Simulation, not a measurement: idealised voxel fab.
process module | voxel transistor to metal
cross-section cut | 170 nm wide | cells 5 nm
A cross-section is a grid of square cells, given in bands from the top down. A band is one or more rows of cells.
Each band's line starts with the height of the band's top and of its bottom, in nm. Then come its materials from left to right, each with its width in nm. One material with "throughout" fills the band from edge to edge. "air" is empty space.
Height 0 is the level under which the wafer as received is all one material. The lowest band goes on downwards, as in "0 down".
A width such as "30 to 40" changes by the same amount from each row of cells to the next, from the band's top row to its bottom row.
"no change" after a step means that no cell of the cross-section changed.
closed voids: empty space of 8 cells or more with no open way to the top, each as width x height at its distance from the left edge, in nm
after a step's settings: what the simulator itself notes on the step
overlay nm, on a step with a mask: how far to the right of its planned place the mask lay; to the left if negative
plan
1 op RECEIVE | material Si
2 op CONFORMAL_DEP | material SiO2 | thk nm 5
3 op CONFORMAL_DEP | material SiN | thk nm 10
4 op PATTERN | tone cover | mask id ACTIVE | material resist | width nm 95 | thk nm 15 | overlay nm 0
5 op DIRECTIONAL_ETCH | etch materials SiN | depth nm 10
6 op DIRECTIONAL_ETCH | etch materials SiO2 | depth nm 5
7 op DIRECTIONAL_ETCH | etch materials Si | depth nm 35
8 op STRIP | etch materials resist
9 op FILL_DEP | material SiO2 | thk nm 10
10 op CMP | height nm 15
11 op SELECTIVE_ETCH | etch materials SiO2 | depth nm 5
12 op STRIP | etch materials SiN
13 op SELECTIVE_ETCH | etch materials SiO2 | depth nm 5
14 op OXIDIZE | depth nm 5
15 op DIRECTIONAL_DEP | material polySi | thk nm 25
16 op DIRECTIONAL_DEP | material SiCN | thk nm 10
17 op PATTERN | tone cover | mask id GATE | material resist | width nm 25 | thk nm 15 | overlay nm 0
18 op DIRECTIONAL_ETCH | etch materials SiCN | depth nm 20
19 op DIRECTIONAL_ETCH | etch materials polySi | depth nm 35
20 op STRIP | etch materials resist
21 op CONFORMAL_DEP | material SiO2 | thk nm 5
22 op DIRECTIONAL_ETCH | etch materials SiO2 | depth nm 5
23 op CONFORMAL_DEP | material SiN | thk nm 10
24 op DIRECTIONAL_ETCH | etch materials SiN | depth nm 10
25 op DIRECTIONAL_ETCH | etch materials SiO2 | depth nm 5
26 op DIRECTIONAL_ETCH | etch materials Si | depth nm 10
27 op EPI | material SiGe | thk nm 10
28 op FILL_DEP | material SiO2 | thk nm 5
29 op CMP | height nm 35
30 op DIRECTIONAL_DEP | material SiO2 | thk nm 15
31 op MASKED_ETCH | tone open | mask id CONTACT | width nm 25 | pitch nm 60 | etch materials SiO2 | depth nm 45 | overlay nm 0
32 op CONFORMAL_DEP | material TiN | thk nm 5
33 op FILL_DEP | material W | thk nm 5
34 op CMP | height nm 50
35 op DIRECTIONAL_DEP | material TiN | thk nm 5
36 op DIRECTIONAL_DEP | material Ru | thk nm 25
37 op PATTERN | tone cover | mask id METAL_1 | material resist | width nm 15 | pitch nm 70 | thk nm 15 | overlay nm 0
38 op DIRECTIONAL_ETCH | etch materials Ru | depth nm 25
39 op DIRECTIONAL_ETCH | etch materials TiN | depth nm 5
40 op STRIP | etch materials resist
41 op FILL_DEP | material SiO2 | thk nm 5
42 op CMP | height nm 80
43 op CONFORMAL_DEP | material SiCN | thk nm 5
44 op DIRECTIONAL_DEP | material SiO2 | thk nm 25
45 op PATTERN | tone open | mask id METAL_2 | material resist | width nm 15 | pitch nm 70 | thk nm 20 | overlay nm 0
46 op DIRECTIONAL_ETCH | etch materials SiO2 | depth nm 15
47 op STRIP | etch materials resist
48 op DIRECTIONAL_DEP | material aC | thk nm 10
49 op PATTERN | tone open | mask id METAL_2_HOLES | material resist | width nm 15 | pitch nm 70 | thk nm 30 | overlay nm 0
50 op DIRECTIONAL_ETCH | etch materials aC | depth nm 10
51 op STRIP | etch materials resist
52 op DIRECTIONAL_ETCH | etch materials SiO2 | depth nm 10
53 op DIRECTIONAL_ETCH | etch materials SiCN | depth nm 5
54 op STRIP | etch materials aC
55 op CONFORMAL_DEP | material TiN | thk nm 5
56 op FILL_DEP | material Ru | thk nm 10
57 op CMP | height nm 110
58 op CONFORMAL_DEP | material SiN | thk nm 5
first wafer, as planned
as received, after step 1
  0 down: Si throughout
  closed voids: none
after step 2
  5 to 0: SiO2 throughout
  below 0: unchanged
after step 3
  15 to 5: SiN throughout
  below 5: unchanged
after step 4
  30 to 15: air 35 | resist 95 | air 40
  below 15: unchanged
after step 5
  30 to 15: air 35 | resist 95 | air 40
  15 to 5: air 35 | SiN 95 | air 40
  below 5: unchanged
after step 6
  30 to 15: air 35 | resist 95 | air 40
  15 to 5: air 35 | SiN 95 | air 40
  5 to 0: air 35 | SiO2 95 | air 40
  below 0: unchanged
after step 7
  30 to 15: air 35 | resist 95 | air 40
  15 to 5: air 35 | SiN 95 | air 40
  5 to 0: air 35 | SiO2 95 | air 40
  0 to -35: air 35 | Si 95 | air 40
  below -35: unchanged
after step 8
  15 to 5: air 35 | SiN 95 | air 40
  below 5: unchanged
after step 9
  25 to 15: SiO2 throughout
  15 to 5: SiO2 35 | SiN 95 | SiO2 40
  5 to 0: SiO2 throughout
  0 to -35: SiO2 35 | Si 95 | SiO2 40
  below -35: unchanged
after step 10
  15 to 5: SiO2 35 | SiN 95 | SiO2 40
  below 5: unchanged
after step 11
  15 to 10: air 35 | SiN 95 | air 40
  below 10: unchanged
after step 12
  10 to 5: SiO2 35 | air 95 | SiO2 40
  below 5: unchanged
after step 13
  5 to 0: SiO2 30 | air 105 | SiO2 35
  below 0: unchanged
after step 14
  5 to 0: SiO2 30 | air 105 | SiO2 35
  0 to -5: SiO2 throughout
  below -5: unchanged
after step 15
  30 to 25: polySi 30 | air 105 | polySi 35
  25 to 5: polySi throughout
  5 to 0: SiO2 30 | polySi 105 | SiO2 35
  below 0: unchanged
after step 16
  40 to 35: SiCN 30 | air 105 | SiCN 35
  35 to 30: SiCN throughout
  30 to 25: polySi 30 | SiCN 105 | polySi 35
  below 25: unchanged
after step 17
  55 to 40: air 70 | resist 25 | air 75
  40 to 35: SiCN 30 | air 40 | resist 25 | air 40 | SiCN 35
  below 35: unchanged
after step 18
  55 to 35: air 70 | resist 25 | air 75
  35 to 30: air 70 | SiCN 25 | air 75
  30 to 25: polySi 30 | air 40 | SiCN 25 | air 40 | polySi 35
  below 25: unchanged
after step 19
  55 to 35: air 70 | resist 25 | air 75
  35 to 25: air 70 | SiCN 25 | air 75
  25 to 5: air 70 | polySi 25 | air 75
  5 to 0: SiO2 30 | air 40 | polySi 25 | air 40 | SiO2 35
  below 0: unchanged
after step 20
  35 to 25: air 70 | SiCN 25 | air 75
  below 25: unchanged
after step 21
  40 to 35: air 65 | SiO2 35 | air 70
  35 to 25: air 65 | SiO2 5 | SiCN 25 | SiO2 5 | air 70
  25 to 10: air 65 | SiO2 5 | polySi 25 | SiO2 5 | air 70
  10 to 5: SiO2 35 | air 30 | SiO2 5 | polySi 25 | SiO2 5 | air 30 | SiO2 40
  5 to 0: SiO2 70 | polySi 25 | SiO2 75
  below 0: unchanged
after step 22
  35 to 25: air 65 | SiO2 5 | SiCN 25 | SiO2 5 | air 70
  25 to 5: air 65 | SiO2 5 | polySi 25 | SiO2 5 | air 70
  5 to 0: SiO2 35 | air 30 | SiO2 5 | polySi 25 | SiO2 5 | air 30 | SiO2 40
  below 0: unchanged
after step 23
  45 to 35: air 55 | SiN 55 | air 60
  35 to 25: air 55 | SiN 10 | SiO2 5 | SiCN 25 | SiO2 5 | SiN 10 | air 60
  25 to 15: air 55 | SiN 10 | SiO2 5 | polySi 25 | SiO2 5 | SiN 10 | air 60
  15 to 10: SiN 45 | air 10 | SiN 10 | SiO2 5 | polySi 25 | SiO2 5 | SiN 10 | air 10 | SiN 50
  10 to 5: SiN 65 | SiO2 5 | polySi 25 | SiO2 5 | SiN 70
  5 to 0: SiO2 35 | SiN 30 | SiO2 5 | polySi 25 | SiO2 5 | SiN 30 | SiO2 40
  below 0: unchanged
after step 24
  35 to 25: air 55 | SiN 10 | SiO2 5 | SiCN 25 | SiO2 5 | SiN 10 | air 60
  25 to 5: air 55 | SiN 10 | SiO2 5 | polySi 25 | SiO2 5 | SiN 10 | air 60
  5 to 0: SiO2 35 | SiN 10 | air 10 | SiN 10 | SiO2 5 | polySi 25 | SiO2 5 | SiN 10 | air 10 | SiN 10 | SiO2 40
  below 0: unchanged
after step 25
  35 to 30: air 55 | SiN 10 | air 5 | SiCN 25 | air 5 | SiN 10 | air 60
  30 to 25: air 55 | SiN 10 | SiO2 5 | SiCN 25 | SiO2 5 | SiN 10 | air 60
  25 to 5: air 55 | SiN 10 | SiO2 5 | polySi 25 | SiO2 5 | SiN 10 | air 60
  5 to 0: air 35 | SiN 10 | air 10 | SiN 10 | SiO2 5 | polySi 25 | SiO2 5 | SiN 10 | air 10 | SiN 10 | air 40
  0 to -5: SiO2 45 | air 10 | SiO2 55 | air 10 | SiO2 50
  below -5: unchanged
after step 26
  35 to 30: air 55 | SiN 10 | air 5 | SiCN 25 | air 5 | SiN 10 | air 60
  30 to 25: air 55 | SiN 10 | SiO2 5 | SiCN 25 | SiO2 5 | SiN 10 | air 60
  25 to 5: air 55 | SiN 10 | SiO2 5 | polySi 25 | SiO2 5 | SiN 10 | air 60
  5 to 0: air 35 | SiN 10 | air 10 | SiN 10 | SiO2 5 | polySi 25 | SiO2 5 | SiN 10 | air 10 | SiN 10 | air 40
  0 to -5: SiO2 45 | air 10 | SiO2 55 | air 10 | SiO2 50
  -5 to -15: SiO2 35 | Si 10 | air 10 | Si 55 | air 10 | Si 10 | SiO2 40
  below -15: unchanged
after step 27
  35 to 30: air 55 | SiN 10 | air 5 | SiCN 25 | air 5 | SiN 10 | air 60
  30 to 25: air 55 | SiN 10 | SiO2 5 | SiCN 25 | SiO2 5 | SiN 10 | air 60
  25 to 5: air 55 | SiN 10 | SiO2 5 | polySi 25 | SiO2 5 | SiN 10 | air 60
  5 to 0: air 35 | SiN 10 | SiGe 10 | SiN 10 | SiO2 5 | polySi 25 | SiO2 5 | SiN 10 | SiGe 10 | SiN 10 | air 40
  0 to -5: SiO2 45 | SiGe 10 | SiO2 55 | SiGe 10 | SiO2 50
  -5 to -15: SiO2 35 | Si 10 | SiGe 10 | Si 55 | SiGe 10 | Si 10 | SiO2 40
  below -15: unchanged
after step 28
  40 to 35: SiO2 throughout
  35 to 25: SiO2 55 | SiN 10 | SiO2 5 | SiCN 25 | SiO2 5 | SiN 10 | SiO2 60
  25 to 5: SiO2 55 | SiN 10 | SiO2 5 | polySi 25 | SiO2 5 | SiN 10 | SiO2 60
  5 to 0: SiO2 35 | SiN 10 | SiGe 10 | SiN 10 | SiO2 5 | polySi 25 | SiO2 5 | SiN 10 | SiGe 10 | SiN 10 | SiO2 40
  below 0: unchanged
after step 29
  35 to 25: SiO2 55 | SiN 10 | SiO2 5 | SiCN 25 | SiO2 5 | SiN 10 | SiO2 60
  below 25: unchanged
after step 30
  50 to 35: SiO2 throughout
  below 35: unchanged
after step 31
  50 to 35: SiO2 40 | air 25 | SiO2 35 | air 25 | SiO2 45
  35 to 25: SiO2 40 | air 15 | SiN 10 | SiO2 5 | SiCN 25 | SiO2 5 | SiN 10 | air 15 | SiO2 45
  25 to 5: SiO2 40 | air 15 | SiN 10 | SiO2 5 | polySi 25 | SiO2 5 | SiN 10 | air 15 | SiO2 45
  below 5: unchanged
after step 32
  55 to 50: TiN 45 | air 15 | TiN 45 | air 15 | TiN 50
  50 to 40: SiO2 40 | TiN 5 | air 15 | TiN 5 | SiO2 35 | TiN 5 | air 15 | TiN 5 | SiO2 45
  40 to 35: SiO2 40 | TiN 5 | air 5 | TiN 15 | SiO2 35 | TiN 15 | air 5 | TiN 5 | SiO2 45
  35 to 25: SiO2 40 | TiN 5 | air 5 | TiN 5 | SiN 10 | SiO2 5 | SiCN 25 | SiO2 5 | SiN 10 | TiN 5 | air 5 | TiN 5 | SiO2 45
  25 to 10: SiO2 40 | TiN 5 | air 5 | TiN 5 | SiN 10 | SiO2 5 | polySi 25 | SiO2 5 | SiN 10 | TiN 5 | air 5 | TiN 5 | SiO2 45
  10 to 5: SiO2 40 | TiN 15 | SiN 10 | SiO2 5 | polySi 25 | SiO2 5 | SiN 10 | TiN 15 | SiO2 45
  below 5: unchanged
after step 33
  60 to 55: W throughout
  55 to 50: TiN 45 | W 15 | TiN 45 | W 15 | TiN 50
  50 to 40: SiO2 40 | TiN 5 | W 15 | TiN 5 | SiO2 35 | TiN 5 | W 15 | TiN 5 | SiO2 45
  40 to 35: SiO2 40 | TiN 5 | W 5 | TiN 15 | SiO2 35 | TiN 15 | W 5 | TiN 5 | SiO2 45
  35 to 25: SiO2 40 | TiN 5 | W 5 | TiN 5 | SiN 10 | SiO2 5 | SiCN 25 | SiO2 5 | SiN 10 | TiN 5 | W 5 | TiN 5 | SiO2 45
  25 to 10: SiO2 40 | TiN 5 | W 5 | TiN 5 | SiN 10 | SiO2 5 | polySi 25 | SiO2 5 | SiN 10 | TiN 5 | W 5 | TiN 5 | SiO2 45
  below 10: unchanged
after step 34
  50 to 40: SiO2 40 | TiN 5 | W 15 | TiN 5 | SiO2 35 | TiN 5 | W 15 | TiN 5 | SiO2 45
  below 40: unchanged
after step 35
  55 to 50: TiN throughout
  below 50: unchanged
after step 36
  80 to 55: Ru throughout
  below 55: unchanged
after step 37
  95 to 80: air 40 | resist 15 | air 55 | resist 15 | air 45
  below 80: unchanged
after step 38
  95 to 80: air 40 | resist 15 | air 55 | resist 15 | air 45
  80 to 55: air 40 | Ru 15 | air 55 | Ru 15 | air 45
  below 55: unchanged
after step 39
  95 to 80: air 40 | resist 15 | air 55 | resist 15 | air 45
  80 to 55: air 40 | Ru 15 | air 55 | Ru 15 | air 45
  55 to 50: air 40 | TiN 15 | air 55 | TiN 15 | air 45
  below 50: unchanged
after step 40
  80 to 55: air 40 | Ru 15 | air 55 | Ru 15 | air 45
  below 55: unchanged
after step 41
  85 to 80: SiO2 throughout
  80 to 55: SiO2 40 | Ru 15 | SiO2 55 | Ru 15 | SiO2 45
  55 to 50: SiO2 40 | TiN 15 | SiO2 55 | TiN 15 | SiO2 45
  below 50: unchanged
after step 42
  80 to 55: SiO2 40 | Ru 15 | SiO2 55 | Ru 15 | SiO2 45
  below 55: unchanged
after step 43
  85 to 80: SiCN throughout
  below 80: unchanged
after step 44
  110 to 85: SiO2 throughout
  below 85: unchanged
after step 45
  130 to 110: resist 40 | air 15 | resist 55 | air 15 | resist 45
  below 110: unchanged
after step 46
  130 to 110: resist 40 | air 15 | resist 55 | air 15 | resist 45
  110 to 95: SiO2 40 | air 15 | SiO2 55 | air 15 | SiO2 45
  below 95: unchanged
after step 47
  110 to 95: SiO2 40 | air 15 | SiO2 55 | air 15 | SiO2 45
  below 95: unchanged
after step 48
  120 to 110: aC 40 | air 15 | aC 55 | air 15 | aC 45
  110 to 105: SiO2 40 | air 15 | SiO2 55 | air 15 | SiO2 45
  105 to 95: SiO2 40 | aC 15 | SiO2 55 | aC 15 | SiO2 45
  below 95: unchanged
after step 49
  150 to 120: resist 40 | air 15 | resist 55 | air 15 | resist 45
  below 120: unchanged
after step 50
  140 to 120: resist 40 | air 15 | resist 55 | air 15 | resist 45
  120 to 110: aC 40 | air 15 | aC 55 | air 15 | aC 45
  110 to 95: SiO2 40 | air 15 | SiO2 55 | air 15 | SiO2 45
  below 95: unchanged
after step 51
  120 to 110: aC 40 | air 15 | aC 55 | air 15 | aC 45
  below 110: unchanged
after step 52
  120 to 110: aC 40 | air 15 | aC 55 | air 15 | aC 45
  110 to 85: SiO2 40 | air 15 | SiO2 55 | air 15 | SiO2 45
  below 85: unchanged
after step 53
  120 to 110: aC 40 | air 15 | aC 55 | air 15 | aC 45
  110 to 85: SiO2 40 | air 15 | SiO2 55 | air 15 | SiO2 45
  85 to 80: SiCN 40 | air 15 | SiCN 55 | air 15 | SiCN 45
  below 80: unchanged
after step 54
  110 to 85: SiO2 40 | air 15 | SiO2 55 | air 15 | SiO2 45
  below 85: unchanged
after step 55
  115 to 110: TiN 45 | air 5 | TiN 65 | air 5 | TiN 50
  110 to 85: SiO2 40 | TiN 5 | air 5 | TiN 5 | SiO2 55 | TiN 5 | air 5 | TiN 5 | SiO2 45
  85 to 80: SiCN 40 | TiN 15 | SiCN 55 | TiN 15 | SiCN 45
  below 80: unchanged
after step 56
  125 to 115: Ru throughout
  115 to 110: TiN 45 | Ru 5 | TiN 65 | Ru 5 | TiN 50
  110 to 85: SiO2 40 | TiN 5 | Ru 5 | TiN 5 | SiO2 55 | TiN 5 | Ru 5 | TiN 5 | SiO2 45
  below 85: unchanged
after step 57
  110 to 85: SiO2 40 | TiN 5 | Ru 5 | TiN 5 | SiO2 55 | TiN 5 | Ru 5 | TiN 5 | SiO2 45
  below 85: unchanged
after step 58
  115 to 110: SiN throughout
  below 110: unchanged
second wafer: like start, like plan, one mistake. Through step 29 it matches the first wafer
when step 30 should have ended
  65 to 35: SiO2 throughout
  below 35: unchanged
when step 31 should have ended
  65 to 35: SiO2 40 | air 25 | SiO2 35 | air 25 | SiO2 45
  35 to 25: SiO2 40 | air 15 | SiN 10 | SiO2 5 | SiCN 25 | SiO2 5 | SiN 10 | air 15 | SiO2 45
  25 to 20: SiO2 40 | air 15 | SiN 10 | SiO2 5 | polySi 25 | SiO2 5 | SiN 10 | air 15 | SiO2 45
  below 20: unchanged
when step 32 should have ended
  70 to 65: TiN 45 | air 15 | TiN 45 | air 15 | TiN 50
  65 to 40: SiO2 40 | TiN 5 | air 15 | TiN 5 | SiO2 35 | TiN 5 | air 15 | TiN 5 | SiO2 45
  40 to 35: SiO2 40 | TiN 5 | air 5 | TiN 15 | SiO2 35 | TiN 15 | air 5 | TiN 5 | SiO2 45
  35 to 25: SiO2 40 | TiN 5 | air 5 | TiN 5 | SiN 10 | SiO2 5 | SiCN 25 | SiO2 5 | SiN 10 | TiN 5 | air 5 | TiN 5 | SiO2 45
  25 to 20: SiO2 40 | TiN 15 | SiN 10 | SiO2 5 | polySi 25 | SiO2 5 | SiN 10 | TiN 15 | SiO2 45
  below 20: unchanged
when step 33 should have ended
  75 to 70: W throughout
  70 to 65: TiN 45 | W 15 | TiN 45 | W 15 | TiN 50
  65 to 40: SiO2 40 | TiN 5 | W 15 | TiN 5 | SiO2 35 | TiN 5 | W 15 | TiN 5 | SiO2 45
  40 to 35: SiO2 40 | TiN 5 | W 5 | TiN 15 | SiO2 35 | TiN 15 | W 5 | TiN 5 | SiO2 45
  35 to 25: SiO2 40 | TiN 5 | W 5 | TiN 5 | SiN 10 | SiO2 5 | SiCN 25 | SiO2 5 | SiN 10 | TiN 5 | W 5 | TiN 5 | SiO2 45
  below 25: unchanged
when step 34 should have ended
  50 to 40: SiO2 40 | TiN 5 | W 15 | TiN 5 | SiO2 35 | TiN 5 | W 15 | TiN 5 | SiO2 45
  below 40: unchanged
when step 35 should have ended
  55 to 50: TiN throughout
  below 50: unchanged
when step 36 should have ended
  80 to 55: Ru throughout
  below 55: unchanged
when step 37 should have ended
  95 to 80: air 40 | resist 15 | air 55 | resist 15 | air 45
  below 80: unchanged
when step 38 should have ended
  95 to 80: air 40 | resist 15 | air 55 | resist 15 | air 45
  80 to 55: air 40 | Ru 15 | air 55 | Ru 15 | air 45
  below 55: unchanged
when step 39 should have ended
  95 to 80: air 40 | resist 15 | air 55 | resist 15 | air 45
  80 to 55: air 40 | Ru 15 | air 55 | Ru 15 | air 45
  55 to 50: air 40 | TiN 15 | air 55 | TiN 15 | air 45
  below 50: unchanged
when step 40 should have ended
  80 to 55: air 40 | Ru 15 | air 55 | Ru 15 | air 45
  below 55: unchanged
when step 41 should have ended
  85 to 80: SiO2 throughout
  80 to 55: SiO2 40 | Ru 15 | SiO2 55 | Ru 15 | SiO2 45
  55 to 50: SiO2 40 | TiN 15 | SiO2 55 | TiN 15 | SiO2 45
  below 50: unchanged
when step 42 should have ended
  80 to 55: SiO2 40 | Ru 15 | SiO2 55 | Ru 15 | SiO2 45
  below 55: unchanged
when step 43 should have ended
  85 to 80: SiCN throughout
  below 80: unchanged
when step 44 should have ended
  110 to 85: SiO2 throughout
  below 85: unchanged
when step 45 should have ended
  130 to 110: resist 40 | air 15 | resist 55 | air 15 | resist 45
  below 110: unchanged
when step 46 should have ended
  130 to 110: resist 40 | air 15 | resist 55 | air 15 | resist 45
  110 to 95: SiO2 40 | air 15 | SiO2 55 | air 15 | SiO2 45
  below 95: unchanged
when step 47 should have ended
  110 to 95: SiO2 40 | air 15 | SiO2 55 | air 15 | SiO2 45
  below 95: unchanged
when step 48 should have ended
  120 to 110: aC 40 | air 15 | aC 55 | air 15 | aC 45
  110 to 105: SiO2 40 | air 15 | SiO2 55 | air 15 | SiO2 45
  105 to 95: SiO2 40 | aC 15 | SiO2 55 | aC 15 | SiO2 45
  below 95: unchanged
when step 49 should have ended
  150 to 120: resist 40 | air 15 | resist 55 | air 15 | resist 45
  below 120: unchanged
when step 50 should have ended
  140 to 120: resist 40 | air 15 | resist 55 | air 15 | resist 45
  120 to 110: aC 40 | air 15 | aC 55 | air 15 | aC 45
  110 to 95: SiO2 40 | air 15 | SiO2 55 | air 15 | SiO2 45
  below 95: unchanged
when step 51 should have ended
  120 to 110: aC 40 | air 15 | aC 55 | air 15 | aC 45
  below 110: unchanged
when step 52 should have ended
  120 to 110: aC 40 | air 15 | aC 55 | air 15 | aC 45
  110 to 85: SiO2 40 | air 15 | SiO2 55 | air 15 | SiO2 45
  below 85: unchanged
when step 53 should have ended
  120 to 110: aC 40 | air 15 | aC 55 | air 15 | aC 45
  110 to 85: SiO2 40 | air 15 | SiO2 55 | air 15 | SiO2 45
  85 to 80: SiCN 40 | air 15 | SiCN 55 | air 15 | SiCN 45
  below 80: unchanged
when step 54 should have ended
  110 to 85: SiO2 40 | air 15 | SiO2 55 | air 15 | SiO2 45
  below 85: unchanged
when step 55 should have ended
  115 to 110: TiN 45 | air 5 | TiN 65 | air 5 | TiN 50
  110 to 85: SiO2 40 | TiN 5 | air 5 | TiN 5 | SiO2 55 | TiN 5 | air 5 | TiN 5 | SiO2 45
  85 to 80: SiCN 40 | TiN 15 | SiCN 55 | TiN 15 | SiCN 45
  below 80: unchanged
when step 56 should have ended
  125 to 115: Ru throughout
  115 to 110: TiN 45 | Ru 5 | TiN 65 | Ru 5 | TiN 50
  110 to 85: SiO2 40 | TiN 5 | Ru 5 | TiN 5 | SiO2 55 | TiN 5 | Ru 5 | TiN 5 | SiO2 45
  below 85: unchanged
when step 57 should have ended
  110 to 85: SiO2 40 | TiN 5 | Ru 5 | TiN 5 | SiO2 55 | TiN 5 | Ru 5 | TiN 5 | SiO2 45
  below 85: unchanged
when step 58 should have ended
  115 to 110: SiN throughout
  below 110: unchanged
what went wrong: step 30 was run twice
at the end the second wafer has, in cells: 18 more of SiO2 | 12 fewer of TiN | 6 fewer of W
